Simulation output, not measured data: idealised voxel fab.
voxel self aligned contacts: a process module
Cross-section cut: width 235 nm, square cells of 5 nm.
A cross-section in this document is a grid of square cells, and it is written down as bands, the top band listed before the ones below it; a band is made up of one or more rows of cells. Each band's line starts with the height of the band's top and of its bottom, in nm. Then come its materials from left to right, each with its width in nm. One material with "everywhere" fills the band from edge to edge. "air" is empty space. Height is counted from the level 0, under which the received wafer is composed throughout of one material. The lowest of the bands is not closed at the bottom but continues downward, in the notation "0 -> down". Width: "30..40" (first number = top row, second number = bottom row, same change from row to row of cells). Where a step carries "nothing was modified", the cross-section came out of it unchanged, cell for cell. In the "Fully sealed voids" entry, you get each enclosed empty space of 8 cells or more, one with no open way to the top, written width x height at distance, distance from the left edge, in nm. Heads up: the bit after the settings on a step's line is the simulator's remark on that step. overlay nm: where the mask lay relative to plan, measured to the right, on steps with a mask; negatives go left.
[So here's the lineup of process steps we planned]
- 1: RECEIVE, material Si
- 2: OXIDIZE, depth nm 5
- 3: DIRECTIONAL_DEP, material polySi, thk nm 25
- 4: DIRECTIONAL_DEP, material SiN, thk nm 15
- 5: PATTERN, tone cover, mask id GATE, material resist, width nm 30, pitch nm 65, thk nm 15, overlay nm 0
- 6: DIRECTIONAL_ETCH, etch materials SiN, depth nm 15
- 7: DIRECTIONAL_ETCH, etch materials polySi, depth nm 25
- 8: STRIP, etch materials resist
- 9: CONFORMAL_DEP, material SiN, thk nm 5
- 10: DIRECTIONAL_ETCH, etch materials SiN, depth nm 5
- 11: FILL_DEP, material SiO2, thk nm 15
- 12: CMP, height nm 45
- 13: DIRECTIONAL_DEP, material aC, thk nm 15
- 14: PATTERN, tone open, mask id CONTACT, material resist, width nm 45, pitch nm 65, thk nm 30, overlay nm 0
- 15: DIRECTIONAL_ETCH, etch materials aC, depth nm 15
- 16: STRIP, etch materials resist
- 17: DIRECTIONAL_ETCH, etch materials SiO2, depth nm 50
- 18: STRIP, etch materials aC
- 19: CONFORMAL_DEP, material TiN, thk nm 5
- 20: FILL_DEP, material Ru, thk nm 10
- 21: CMP, height nm 45
- 22: CONFORMAL_DEP, material SiCN, thk nm 5
[As-received state of the wafer in cross-section, equivalent to post-step 1]
	0 -> down: Si everywhere
	Fully sealed voids: none
[First wafer of two, sectioned at end of module; run went per plan]
	50 -> 45: SiCN everywhere
	45 -> 40: 60 SiO2 | 15 TiN | 15 Ru | 15 TiN | 20 SiO2 | 15 TiN | 15 Ru | 15 TiN | 65 SiO2
	40 -> 25: 30 SiO2 | 40 SiN | 5 TiN | 15 Ru | 5 TiN | 40 SiN | 5 TiN | 15 Ru | 5 TiN | 40 SiN | 35 SiO2
	25 -> 0: 30 SiO2 | 5 SiN | 30 polySi | 5 SiN | 5 TiN | 15 Ru | 5 TiN | 5 SiN | 30 polySi | 5 SiN | 5 TiN | 15 Ru | 5 TiN | 5 SiN | 30 polySi | 5 SiN | 35 SiO2
	0 -> -5: 70 SiO2 | 25 TiN | 40 SiO2 | 25 TiN | 75 SiO2
	-5 -> down: Si everywhere
	Fully sealed voids: none
[Same start, same plan as the first wafer - but one mistake in the run. Cross-section of the second of the two at the end of the module]
	65 -> 60: SiCN everywhere
	60 -> 50: Ru everywhere
	50 -> 45: 65 TiN | 35 Ru | 30 TiN | 35 Ru | 70 TiN
	45 -> 40: 60 SiO2 | 15 TiN | 15 Ru | 15 TiN | 20 SiO2 | 15 TiN | 15 Ru | 15 TiN | 65 SiO2
	40 -> 25: 30 SiO2 | 40 SiN | 5 TiN | 15 Ru | 5 TiN | 40 SiN | 5 TiN | 15 Ru | 5 TiN | 40 SiN | 35 SiO2
	25 -> 0: 30 SiO2 | 5 SiN | 30 polySi | 5 SiN | 5 TiN | 15 Ru | 5 TiN | 5 SiN | 30 polySi | 5 SiN | 5 TiN | 15 Ru | 5 TiN | 5 SiN | 30 polySi | 5 SiN | 35 SiO2
	0 -> -5: 70 SiO2 | 25 TiN | 40 SiO2 | 25 TiN | 75 SiO2
	-5 -> down: Si everywhere
	Fully sealed voids: none
What was done differently from what was planned? plan step 21: skipped, not run
Cell-count delta at end, second wafer over first, by material: 108 more of Ru, 33 more of TiN
